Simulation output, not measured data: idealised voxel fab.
Process module name: voxel ribs on slabs
Section shown: cut. Width: 170 nm. Cell size: 5 nm, square.
Reading order for cross-sections: top band down to bottom band. Underlying form: a grid of square cells. Band size: one or more rows of cells. Within each band entry, the heights of the top and of the bottom of the band appear first, in that order and in nm; the materials of the band then follow from left to right, each with its corresponding width in nm. The designation "throughout" on a single material indicates that it fills the band from edge to edge; the designation "air" indicates empty space. Height reference: 0 = level under which incoming wafer is all one material. Lowest band: no bottom, runs on downward, e.g. "0 -> down". Top row gets the first number, bottom row gets the second, and each row in between changes by the same step: that is how a band width like "30..40" works. Step marked "stayed the same"? Then no cell in the cross-section changed in it. "Cavities, sealed" - sealed voids, min. 8 cells, no opening to top; format: width x height at distance (distance from left edge; nm throughout). Where a step's line continues beyond its settings, the continuation is a remark by the simulator itself on that step. The "overlay nm" setting may appear on a step's line; for a step that uses a mask, it gives how far to the right of its planned position the mask lay, and a negative value indicates the left.

### Planned process steps
1) RECEIVE [material Si]
2) DIRECTIONAL_DEP [material SiO2] [thk nm 20]
3) DIRECTIONAL_DEP [material polySi] [thk nm 15]
4) MASKED_ETCH [tone cover] [mask id RIB] [width nm 30] [etch materials polySi] [depth nm 10] [overlay nm 0]
5) DIRECTIONAL_DEP [material aC] [thk nm 15]
6) PATTERN [tone cover] [mask id SLAB] [material resist] [width nm 70] [thk nm 35] [overlay nm 0]
7) DIRECTIONAL_ETCH [etch materials aC] [depth nm 15]
8) STRIP [etch materials resist]
9) DIRECTIONAL_ETCH [etch materials polySi] [depth nm 5]
10) STRIP [etch materials aC]
11) FILL_DEP [material SiO2] [thk nm 15]
12) CMP [height nm 45]
13) DIRECTIONAL_DEP [material W] [thk nm 10]
14) DIRECTIONAL_DEP [material aC] [thk nm 10]
15) PATTERN [tone cover] [mask id HEATER] [material resist] [width nm 40] [thk nm 25] [overlay nm 0]
16) DIRECTIONAL_ETCH [etch materials aC] [depth nm 10]
17) STRIP [etch materials resist]
18) DIRECTIONAL_ETCH [etch materials W] [depth nm 10]
19) STRIP [etch materials aC]
20) CONFORMAL_DEP [material SiN] [thk nm 10]

### The first of a set of two wafers, run to plan

### Delivered wafer in cross-section: state after step 1
  0 -> down | Si throughout
  Cavities, sealed: none

### Cross-section of the wafer subsequent to step 2
  20 -> 0 | SiO2 throughout
  Below 0, the layers are the same as they were.

### Cross-section of the wafer subsequent to step 3
  35 -> 20 | polySi throughout
  Below 20, the layers are the same as they were.

### Cross-section of the wafer subsequent to step 4
  35 -> 25 | air (70); polySi (30); air (70)
  Below 25, the layers are the same as they were.

### Cross-section of the wafer subsequent to step 5
  50 -> 40 | air (70); aC (30); air (70)
  40 -> 35 | aC throughout
  35 -> 25 | aC (70); polySi (30); aC (70)
  Below 25, the layers are the same as they were.

### Cross-section of the wafer subsequent to step 6
  85 -> 50 | air (50); resist (70); air (50)
  50 -> 40 | air (50); resist (20); aC (30); resist (20); air (50)
  Below 40, the layers are the same as they were.

### Cross-section of the wafer subsequent to step 7
  70 -> 50 | air (50); resist (70); air (50)
  50 -> 40 | air (50); resist (20); aC (30); resist (20); air (50)
  40 -> 35 | air (50); aC (70); air (50)
  35 -> 25 | air (50); aC (20); polySi (30); aC (20); air (50)
  Below 25, the layers are the same as they were.

### Cross-section of the wafer subsequent to step 8
  50 -> 40 | air (70); aC (30); air (70)
  Below 40, the layers are the same as they were.

### Cross-section of the wafer subsequent to step 9
  50 -> 40 | air (70); aC (30); air (70)
  40 -> 35 | air (50); aC (70); air (50)
  35 -> 25 | air (50); aC (20); polySi (30); aC (20); air (50)
  25 -> 20 | air (50); polySi (70); air (50)
  Below 20, the layers are the same as they were.

### Cross-section of the wafer subsequent to step 10
  35 -> 25 | air (70); polySi (30); air (70)
  Below 25, the layers are the same as they were.

### Cross-section of the wafer subsequent to step 11
  50 -> 35 | SiO2 throughout
  35 -> 25 | SiO2 (70); polySi (30); SiO2 (70)
  25 -> 20 | SiO2 (50); polySi (70); SiO2 (50)
  Below 20, the layers are the same as they were.

### Cross-section of the wafer subsequent to step 12
  45 -> 35 | SiO2 throughout
  Below 35, the layers are the same as they were.

### Cross-section of the wafer subsequent to step 13
  55 -> 45 | W throughout
  Below 45, the layers are the same as they were.

### Cross-section of the wafer subsequent to step 14
  65 -> 55 | aC throughout
  Below 55, the layers are the same as they were.

### Cross-section of the wafer subsequent to step 15
  90 -> 65 | air (65); resist (40); air (65)
  Below 65, the layers are the same as they were.

### Cross-section of the wafer subsequent to step 16
  80 -> 65 | air (65); resist (40); air (65)
  65 -> 55 | air (65); aC (40); air (65)
  Below 55, the layers are the same as they were.

### Cross-section of the wafer subsequent to step 17
  65 -> 55 | air (65); aC (40); air (65)
  Below 55, the layers are the same as they were.

### Cross-section of the wafer subsequent to step 18
  65 -> 55 | air (65); aC (40); air (65)
  55 -> 45 | air (65); W (40); air (65)
  Below 45, the layers are the same as they were.

### Cross-section of the wafer subsequent to step 19
  55 -> 45 | air (65); W (40); air (65)
  Below 45, the layers are the same as they were.

### Cross-section of the wafer subsequent to step 20
  65 -> 55 | air (55); SiN (60); air (55)
  55 -> 45 | SiN (65); W (40); SiN (65)
  Below 45, the layers are the same as they were.

### second wafer: like start, like plan, one mistake. Through step 19 it matches the first wafer

What the second wafer looks like in cross-section when step 20 should have wrapped up: stayed the same
Want to know what went wrong? step 20 from the plan never happened, it was just skipped
Materials where the second wafer ends with more or fewer cells than the first: SiN: 76 fewer
